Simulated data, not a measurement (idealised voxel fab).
You're looking at the process module voxel wiring stack.
270 nm wide, 5 nm square cells: that's cross-section cut.
Think of the cross-section as a grid of square cells. We describe it in bands, top to bottom, and each band covers one or more rows of those cells. Within each band entry, the heights of the top and of the bottom of the band appear first, in that order and in nm; the materials of the band then follow from left to right, each with its corresponding width in nm. The designation "full width" on a single material indicates that it fills the band from edge to edge; the designation "blank" indicates empty space. Height reference: 0 = level under which incoming wafer is all one material. Lowest band: no bottom, runs on downward, e.g. "0..down". When a width is written as two numbers, as in "30 to 40", the first number is the width in the top row of cells of the band and the second is the width in its bottom row, and the width changes by the same amount from each row to the next. Reading "stayed the same" for a step: not a cell of the cross-section changed in it. Entry "Fully sealed cavities" = empty spaces >= 8 cells with no open way to the top; each as width x height at distance, distance from left edge, all nm. If you see something after the settings on a step's line, that's the simulator's own remark about that step. "overlay nm", when on a step's line for a step with a mask, measures how far to the right of its planned place the mask lay; a negative measure means to the left.
Process steps - plan:
1: RECEIVE [material Si]
2: CONFORMAL_DEP [material SiO2] [thk nm 15]
3: CONFORMAL_DEP [material SiCN] [thk nm 5]
4: DIRECTIONAL_DEP [material SiO2] [thk nm 25]
5: MASKED_ETCH [tone open] [mask id METAL_1] [width nm 20] [pitch nm 40] [etch materials SiO2] [depth nm 25] [overlay nm 0]
6: MASKED_ETCH [tone open] [mask id METAL_1] [width nm 20] [pitch nm 40] [etch materials SiCN] [depth nm 5] [overlay nm 0]
7: CONFORMAL_DEP [material TiN] [thk nm 5]
8: FILL_DEP [material Cu] [thk nm 5]
9: CMP [height nm 45]
10: EPI [material Ru] [thk nm 5]
11: FILL_DEP [material SiCN] [thk nm 5]
12: DIRECTIONAL_DEP [material lowk] [thk nm 10]
13: MASKED_ETCH [tone open] [mask id PLUG_1] [width nm 15] [pitch nm 40] [etch materials lowk] [depth nm 10] [overlay nm 0]
14: MASKED_ETCH [tone open] [mask id PLUG_1] [width nm 15] [pitch nm 40] [etch materials SiCN] [depth nm 5] [overlay nm 0]
15: CONFORMAL_DEP [material TiN] [thk nm 5]
16: FILL_DEP [material W] [thk nm 10]
17: CMP [height nm 65]
18: DIRECTIONAL_DEP [material TiN] [thk nm 5]
19: DIRECTIONAL_DEP [material W] [thk nm 25]
20: MASKED_ETCH [tone cover] [mask id METAL_2] [width nm 20] [pitch nm 40] [etch materials W] [depth nm 25] [overlay nm 0]
21: MASKED_ETCH [tone cover] [mask id METAL_2] [width nm 20] [pitch nm 40] [etch materials TiN] [depth nm 5] [overlay nm 0]
22: CONFORMAL_DEP [material SiCN] [thk nm 5]
23: FILL_DEP [material lowk] [thk nm 10]
24: CMP [height nm 85]
25: CONFORMAL_DEP [material SiCN] [thk nm 5]
Heads up: all these wafers start the same, and what changes between them is the height nm in step 24. The value you see in the plan is just what the first wafer got.
Here's the first of the wafers in cross-section, just as we got it, i.e. after step 1:
	0..down = Si full width
	Fully sealed cavities: none
Below: a row per wafer. Contents at end of module: for every material, cells gained since receipt (+) or lost since receipt (-); then closed voids:
height nm 85; +20 Cu; +12 Ru; +248 SiCN; +392 SiO2; +50 TiN; +28 W; +222 lowk; Fully sealed cavities: none
height nm 90; +20 Cu; +12 Ru; +252 SiCN; +392 SiO2; +50 TiN; +36 W; +264 lowk; Fully sealed cavities: none
height nm 95; +20 Cu; +12 Ru; +256 SiCN; +392 SiO2; +50 TiN; +44 W; +306 lowk; Fully sealed cavities: none
height nm 100; +20 Cu; +12 Ru; +268 SiCN; +392 SiO2; +50 TiN; +44 W; +348 lowk; Fully sealed cavities: none
height nm 105; +20 Cu; +12 Ru; +268 SiCN; +392 SiO2; +50 TiN; +44 W; +402 lowk; Fully sealed cavities: none
height nm 110; +20 Cu; +12 Ru; +268 SiCN; +392 SiO2; +50 TiN; +44 W; +456 lowk; Fully sealed cavities: none
